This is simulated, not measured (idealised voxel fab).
The following process module bears the name voxel tone inversion.
Each square cell in cross-section cut measures 5 nm, and the section as a whole is 150 nm wide.
Cross-section format: a grid of square cells, given as bands from top to bottom; each band is one or more rows of cells. Top height, bottom height, nm. Materials left to right, width each, nm. Single material + "edge to edge" = fills band edge to edge. "empty" = empty. We count height from 0. Below that, the starting wafer is all one material. The lowest band never ends at the bottom but goes on down; see "top 0, no bottom" for how that is written. Graded width ("30 to 40"): value in top row of band = first number; value in bottom row = second number; row-to-row change constant. No cell of the cross-section changed in a step that is given as "no modifications". Reported under the label "Fully sealed cavities" are the empty spaces having no open way to the top and comprising 8 cells or more; the notation for each is width x height at distance, in which the distance is measured from the left edge and all three values are in nm. On a step's line, text after the settings is the simulator commenting on that step. You can add "overlay nm" to a step's line. For a step with a mask, it describes how far the mask lay to the right of its planned position, and a negative number describes a lay to the left.

## Process steps foreseen in the plan
| 1 | RECEIVE with material Si |
| 2 | CONFORMAL_DEP with material SiCN, thk nm 5 |
| 3 | DIRECTIONAL_DEP with material polySi, thk nm 20 |
| 4 | PATTERN with tone cover, mask id POSTS, material resist, width nm 15, pitch nm 30, thk nm 25, overlay nm 0 |
| 5 | DIRECTIONAL_ETCH with etch materials polySi, depth nm 20 |
| 6 | STRIP with etch materials resist |
| 7 | FILL_DEP with material lowk, thk nm 10 |
| 8 | CMP with height nm 25 |
| 9 | STRIP with etch materials polySi |
| 10 | CONFORMAL_DEP with material TiN, thk nm 5 |
| 11 | FILL_DEP with material W, thk nm 5 |
| 12 | CMP with height nm 25 |
| 13 | CONFORMAL_DEP with material SiCN, thk nm 5 |

## Cross-sectional view of the wafer in its as-received condition, corresponding to the state after step 1
* top 0, no bottom: Si edge to edge
* Fully sealed cavities: none

## Cross-section: first of two wafers, module finished, run according to plan
* top 30, bottom 25: SiCN edge to edge
* top 25, bottom 10: 50 nm lowk, then 5 nm TiN, then 5 nm W, then 5 nm TiN, then 15 nm lowk, then 5 nm TiN, then 5 nm W, then 5 nm TiN, then 55 nm lowk
* top 10, bottom 5: 50 nm lowk, then 15 nm TiN, then 15 nm lowk, then 15 nm TiN, then 55 nm lowk
* top 5, bottom 0: SiCN edge to edge
* top 0, no bottom: Si edge to edge
* Fully sealed cavities: none

## Same start, same plan as the first wafer - but one mistake in the run. Cross-section of the second of the two at the end of the module
* top 30, bottom 25: SiCN edge to edge
* top 25, bottom 10: 45 nm W, then 5 nm TiN, then 15 nm lowk, then 5 nm TiN, then 5 nm W, then 5 nm TiN, then 15 nm lowk, then 5 nm TiN, then 50 nm W
* top 10, bottom 5: 50 nm TiN, then 15 nm lowk, then 15 nm TiN, then 15 nm lowk, then 55 nm TiN
* top 5, bottom 0: SiCN edge to edge
* top 0, no bottom: Si edge to edge
* Fully sealed cavities: none
Processing error: step 4 was run on a setting that differed from the plan, and what really ran there is PATTERN with tone open, mask id POSTS, material resist, width nm 15, pitch nm 30, thk nm 25, overlay nm 0
At the finish, the second wafer shows more or fewer cells for some materials than the first does: TiN +18; W +54; lowk -72
